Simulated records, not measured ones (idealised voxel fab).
The following is a process module called voxel fin reveal.
Square cells of 5 nm make up the cross-section cut, whose width is 275 nm.
Throughout this document, each cross-section is represented as a grid of square cells and is presented as a sequence of bands enumerated from the top downward, where a band comprises one or more rows of cells. Band entry format. Leading values: height of top, height of bottom, nm. Remainder: materials in left-to-right order, each with its width in nm. Special words: "throughout" on a single material, which then fills the band edge to edge; "blank", empty space. Basically, 0 is our baseline, since under it the wafer straight out of the box is all one material. The bottom band has no lower end and keeps on going down, so it looks like "0 and below". The expression "30..40" gives the width at the extremes of the band, the first number at its top row of cells and the second at its bottom row, with the width changing by equal amounts from each row to the next in between. Where a step carries "everything unchanged", the cross-section came out of it unchanged, cell for cell. The list in "Voids, fully enclosed" covers empty spaces of 8 cells or more that cannot reach the top through any open way, and it gives each as width x height at distance; the distance is from the left edge, and width, height and distance are in nm. The remark found on a step's line after its settings is issued by the simulator itself and pertains to that step. overlay nm: on a step with a mask, how far right of its planned place the mask lay; negative means left.
THE FOLLOWING LIST GIVES THE PLANNED PROCESS STEPS
1) RECEIVE with material Si
2) CONFORMAL_DEP with material SiN, thk nm 5
3) MASKED_ETCH with tone cover, mask id FINS, width nm 15, pitch nm 40, etch materials SiN, depth nm 5, overlay nm 0
4) MASKED_ETCH with tone cover, mask id FINS, width nm 15, pitch nm 40, etch materials Si, depth nm 30, overlay nm 0
5) FILL_DEP with material SiO2, thk nm 15
6) CMP with height nm 5
7) SELECTIVE_ETCH with etch materials SiO2, depth nm 25
8) STRIP with etch materials SiN
9) CONFORMAL_DEP with material SiO2, thk nm 5
DELIVERED WAFER IN CROSS-SECTION: STATE AFTER STEP 1
* 0 and below | Si throughout
* Voids, fully enclosed: none
FIRST WAFER OF TWO, SECTIONED AT END OF MODULE; RUN WENT PER PLAN
* 5 down to 0 | blank (105), then SiO2 (25), then blank (15), then SiO2 (25), then blank (105)
* 0 down to -15 | blank (105), then SiO2 (5), then Si (15), then SiO2 (5), then blank (15), then SiO2 (5), then Si (15), then SiO2 (5), then blank (105)
* -15 down to -30 | SiO2 (110), then Si (15), then SiO2 (25), then Si (15), then SiO2 (110)
* -30 and below | Si throughout
* Voids, fully enclosed: none
PRESENTED HERE IS A CROSS-SECTION OF THE SECOND OF THE TWO WAFERS AS IT STOOD AT THE END OF THE MODULE. IT WAS STARTED IN THE SAME MANNER AND ASSIGNED THE SAME PLAN AS THE FIRST WAFER; HOWEVER, ONE MISTAKE WAS MADE IN ITS EXECUTION
* 5 down to 0 | blank (105), then SiO2 (25), then blank (15), then SiO2 (25), then blank (105)
* 0 down to -15 | blank (105), then SiO2 (5), then Si (15), then SiO2 (5), then blank (15), then SiO2 (5), then Si (15), then SiO2 (5), then blank (105)
* -15 down to -20 | SiO2 (90), then blank (15), then SiO2 (5), then Si (15), then SiO2 (5), then blank (15), then SiO2 (5), then Si (15), then SiO2 (5), then blank (15), then SiO2 (90)
* -20 down to -30 | SiO2 (110), then Si (15), then SiO2 (25), then Si (15), then SiO2 (110)
* -30 and below | Si throughout
* Voids, fully enclosed: none
What was the processing mistake? contrary to the plan, steps 7 and 8 were processed in exchanged order
Final cells, second wafer relative to first, materials higher or lower: SiO2 -9
